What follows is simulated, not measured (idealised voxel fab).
The document below concerns the process module designated voxel air gaps.
Square cells of 5 nm make up the cross-section cut, whose width is 250 nm.
If you're reading a cross-section in this doc, picture square cells in a grid; it comes to you as bands, top ones listed first down to the bottom, and a band can be one or more rows of cells. Heads up on the band format: heights come first, top then bottom, in nm. After that it's the materials left to right, each with its width in nm. A single material flagged "all across" fills the whole band edge to edge, and "empty" means there's empty space there. Height datum 0, below which the as-received substrate wafer is one material. Lowest band open at the bottom, running downward: "0 down". A width given as "30->40" starts at the first number in the band's top row and ends at the second number in its bottom row, shifting by an equal amount at every step from row to row. "remained the same", as given for a step, is the statement that not any cell of the cross-section underwent a change during that step. Reported under the label "Sealed internal cavities" are the empty spaces having no open way to the top and comprising 8 cells or more; the notation for each is width x height at distance, in which the distance is measured from the left edge and all three values are in nm. after a step's settings: what the simulator itself notes on the step. overlay nm: how far to the right of its planned place the mask lay on this masked step (negative: to the left). Reading guide: pairs of cross-sections, before and after one process step; after view cut off at lowest changed band; step and settings listed under each pair. Pairs may stem from different runs of this module on the same starting wafer; continuity with the pair above only where the "Pre-processing view" entry states it.
-- Pre-processing view
  0 down = Si all across
  Sealed internal cavities: none
-- Sectional Result
  15 to 0 = TiN all across
  Beneath the level 0, the cross-section is identical to its previous state.
  Sealed internal cavities: none
The before and after cross-sections above differ by one step: CONFORMAL_DEP, material TiN, thk nm 15
Pre-processing view: per the after cross-section of the pair just above.
-- Sectional Result
  20 to 15 = SiCN all across
  Beneath the level 15, the cross-section is identical to its previous state.
  Sealed internal cavities: none
The before and after cross-sections above differ by one step: CONFORMAL_DEP, material SiCN, thk nm 5
Pre-processing view: per the after cross-section of the pair just above.
-- Sectional Result
  50 to 20 = SiO2 all across
  Beneath the level 20, the cross-section is identical to its previous state.
  Sealed internal cavities: none
The before and after cross-sections above differ by one step: DIRECTIONAL_DEP, material SiO2, thk nm 30
Pre-processing view: per the after cross-section of the pair just above.
-- Sectional Result
  50 to 20 = SiO2: 40 / empty: 20 / SiO2: 30 / empty: 20 / SiO2: 30 / empty: 20 / SiO2: 30 / empty: 20 / SiO2: 40
  Beneath the level 20, the cross-section is identical to its previous state.
  Sealed internal cavities: none
The before and after cross-sections above differ by one step: MASKED_ETCH, tone open, mask id LINES, width nm 20, pitch nm 50, etch materials SiO2, depth nm 30, overlay nm 0
Pre-processing view: per the after cross-section of the pair just above.
-- Sectional Result
  55 to 50 = TiN: 45 / empty: 10 / TiN: 40 / empty: 10 / TiN: 40 / empty: 10 / TiN: 40 / empty: 10 / TiN: 45
  50 to 25 = SiO2: 40 / TiN: 5 / empty: 10 / TiN: 5 / SiO2: 30 / TiN: 5 / empty: 10 / TiN: 5 / SiO2: 30 / TiN: 5 / empty: 10 / TiN: 5 / SiO2: 30 / TiN: 5 / empty: 10 / TiN: 5 / SiO2: 40
  25 to 20 = SiO2: 40 / TiN: 20 / SiO2: 30 / TiN: 20 / SiO2: 30 / TiN: 20 / SiO2: 30 / TiN: 20 / SiO2: 40
  Beneath the level 20, the cross-section is identical to its previous state.
  Sealed internal cavities: none
The before and after cross-sections above differ by one step: CONFORMAL_DEP, material TiN, thk nm 5
Pre-processing view: per the after cross-section of the pair just above.
-- Sectional Result
  65 to 55 = W all across
  55 to 50 = TiN: 45 / W: 10 / TiN: 40 / W: 10 / TiN: 40 / W: 10 / TiN: 40 / W: 10 / TiN: 45
  50 to 25 = SiO2: 40 / TiN: 5 / W: 10 / TiN: 5 / SiO2: 30 / TiN: 5 / W: 10 / TiN: 5 / SiO2: 30 / TiN: 5 / W: 10 / TiN: 5 / SiO2: 30 / TiN: 5 / W: 10 / TiN: 5 / SiO2: 40
  Beneath the level 25, the cross-section is identical to its previous state.
  Sealed internal cavities: none
The before and after cross-sections above differ by one step: FILL_DEP, material W, thk nm 10
Pre-processing view: per the after cross-section of the pair just above.
-- Sectional Result
  50 to 25 = SiO2: 40 / TiN: 5 / W: 10 / TiN: 5 / SiO2: 30 / TiN: 5 / W: 10 / TiN: 5 / SiO2: 30 / TiN: 5 / W: 10 / TiN: 5 / SiO2: 30 / TiN: 5 / W: 10 / TiN: 5 / SiO2: 40
  Beneath the level 25, the cross-section is identical to its previous state.
  Sealed internal cavities: none
The before and after cross-sections above differ by one step: CMP, height nm 50
Pre-processing view: per the after cross-section of the pair just above.
-- Sectional Result
  60 to 50 = empty: 30 / Ru: 40 / empty: 10 / Ru: 40 / empty: 10 / Ru: 40 / empty: 10 / Ru: 40 / empty: 30
  Beneath the level 50, the cross-section is identical to its previous state.
  Sealed internal cavities: none
The before and after cross-sections above differ by one step: EPI, material Ru, thk nm 10
Pre-processing view: per the after cross-section of the pair just above.
-- Sectional Result
  60 to 50 = empty: 30 / Ru: 40 / empty: 10 / Ru: 40 / empty: 10 / Ru: 40 / empty: 10 / Ru: 40 / empty: 30
  50 to 25 = empty: 40 / TiN: 5 / W: 10 / TiN: 5 / empty: 30 / TiN: 5 / W: 10 / TiN: 5 / empty: 30 / TiN: 5 / W: 10 / TiN: 5 / empty: 30 / TiN: 5 / W: 10 / TiN: 5 / empty: 40
  25 to 20 = empty: 40 / TiN: 20 / empty: 30 / TiN: 20 / empty: 30 / TiN: 20 / empty: 30 / TiN: 20 / empty: 40
  Beneath the level 20, the cross-section is identical to its previous state.
  Sealed internal cavities: none
The before and after cross-sections above differ by one step: SELECTIVE_ETCH, etch materials SiO2, depth nm 40
Pre-processing view: per the after cross-section of the pair just above.
-- Sectional Result
  65 to 60 = empty: 25 / SiCN: 200 / empty: 25
  60 to 50 = empty: 25 / SiCN: 5 / Ru: 40 / SiCN: 10 / Ru: 40 / SiCN: 10 / Ru: 40 / SiCN: 10 / Ru: 40 / SiCN: 5 / empty: 25
  50 to 45 = empty: 25 / SiCN: 15 / TiN: 5 / W: 10 / TiN: 5 / SiCN: 30 / TiN: 5 / W: 10 / TiN: 5 / SiCN: 30 / TiN: 5 / W: 10 / TiN: 5 / SiCN: 30 / TiN: 5 / W: 10 / TiN: 5 / SiCN: 15 / empty: 25
  45 to 25 = empty: 35 / SiCN: 5 / TiN: 5 / W: 10 / TiN: 5 / SiCN: 5 / empty: 20 / SiCN: 5 / TiN: 5 / W: 10 / TiN: 5 / SiCN: 5 / empty: 20 / SiCN: 5 / TiN: 5 / W: 10 / TiN: 5 / SiCN: 5 / empty: 20 / SiCN: 5 / TiN: 5 / W: 10 / TiN: 5 / SiCN: 5 / empty: 35
  25 to 20 = SiCN: 40 / TiN: 20 / SiCN: 30 / TiN: 20 / SiCN: 30 / TiN: 20 / SiCN: 30 / TiN: 20 / SiCN: 40
  Beneath the level 20, the cross-section is identical to its previous state.
  Sealed internal cavities: 20 x 20 at 65; 20 x 20 at 115; 20 x 20 at 165
The before and after cross-sections above differ by one step: CONFORMAL_DEP, material SiCN, thk nm 5
-- Pre-processing view
  50 to 20 = SiO2 all across
  20 to 15 = SiCN all across
  15 to 0 = SiO2 all across
  0 down = Si all across
  Sealed internal cavities: none
-- Sectional Result
  50 to 20 = empty: 40 / SiO2: 20 / empty: 30 / SiO2: 20 / empty: 30 / SiO2: 20 / empty: 30 / SiO2: 20 / empty: 40
  Beneath the level 20, the cross-section is identical to its previous state.
  Sealed internal cavities: none
The before and after cross-sections above differ by one step: MASKED_ETCH, tone cover, mask id LINES, width nm 20, pitch nm 50, etch materials SiO2, depth nm 30, overlay nm 0
Pre-processing view: per the after cross-section of the pair just above.
-- Sectional Result
  55 to 50 = empty: 35 / TiN: 30 / empty: 20 / TiN: 30 / empty: 20 / TiN: 30 / empty: 20 / TiN: 30 / empty: 35
  50 to 25 = empty: 35 / TiN: 5 / SiO2: 20 / TiN: 5 / empty: 20 / TiN: 5 / SiO2: 20 / TiN: 5 / empty: 20 / TiN: 5 / SiO2: 20 / TiN: 5 / empty: 20 / TiN: 5 / SiO2: 20 / TiN: 5 / empty: 35
  25 to 20 = TiN: 40 / SiO2: 20 / TiN: 30 / SiO2: 20 / TiN: 30 / SiO2: 20 / TiN: 30 / SiO2: 20 / TiN: 40
  Beneath the level 20, the cross-section is identical to its previous state.
  Sealed internal cavities: none
The before and after cross-sections above differ by one step: CONFORMAL_DEP, material TiN, thk nm 5
Pre-processing view: per the after cross-section of the pair just above.
-- Sectional Result
  65 to 55 = W all across
  55 to 50 = W: 35 / TiN: 30 / W: 20 / TiN: 30 / W: 20 / TiN: 30 / W: 20 / TiN: 30 / W: 35
  50 to 25 = W: 35 / TiN: 5 / SiO2: 20 / TiN: 5 / W: 20 / TiN: 5 / SiO2: 20 / TiN: 5 / W: 20 / TiN: 5 / SiO2: 20 / TiN: 5 / W: 20 / TiN: 5 / SiO2: 20 / TiN: 5 / W: 35
  Beneath the level 25, the cross-section is identical to its previous state.
  Sealed internal cavities: none
The before and after cross-sections above differ by one step: FILL_DEP, material W, thk nm 10
Pre-processing view: per the after cross-section of the pair just above.
-- Sectional Result
  50 to 25 = W: 35 / TiN: 5 / SiO2: 20 / TiN: 5 / W: 20 / TiN: 5 / SiO2: 20 / TiN: 5 / W: 20 / TiN: 5 / SiO2: 20 / TiN: 5 / W: 20 / TiN: 5 / SiO2: 20 / TiN: 5 / W: 35
  Beneath the level 25, the cross-section is identical to its previous state.
  Sealed internal cavities: none
The before and after cross-sections above differ by one step: CMP, height nm 50
Pre-processing view: per the after cross-section of the pair just above.
-- Sectional Result
  60 to 50 = Ru all across
  Beneath the level 50, the cross-section is identical to its previous state.
  Sealed internal cavities: none
The before and after cross-sections above differ by one step: EPI, material Ru, thk nm 10
Pre-processing view: per the after cross-section of the pair just above.
-- Sectional Result
  65 to 60 = SiCN all across
  Beneath the level 60, the cross-section is identical to its previous state.
  Sealed internal cavities: none
The before and after cross-sections above differ by one step: CONFORMAL_DEP, material SiCN, thk nm 5
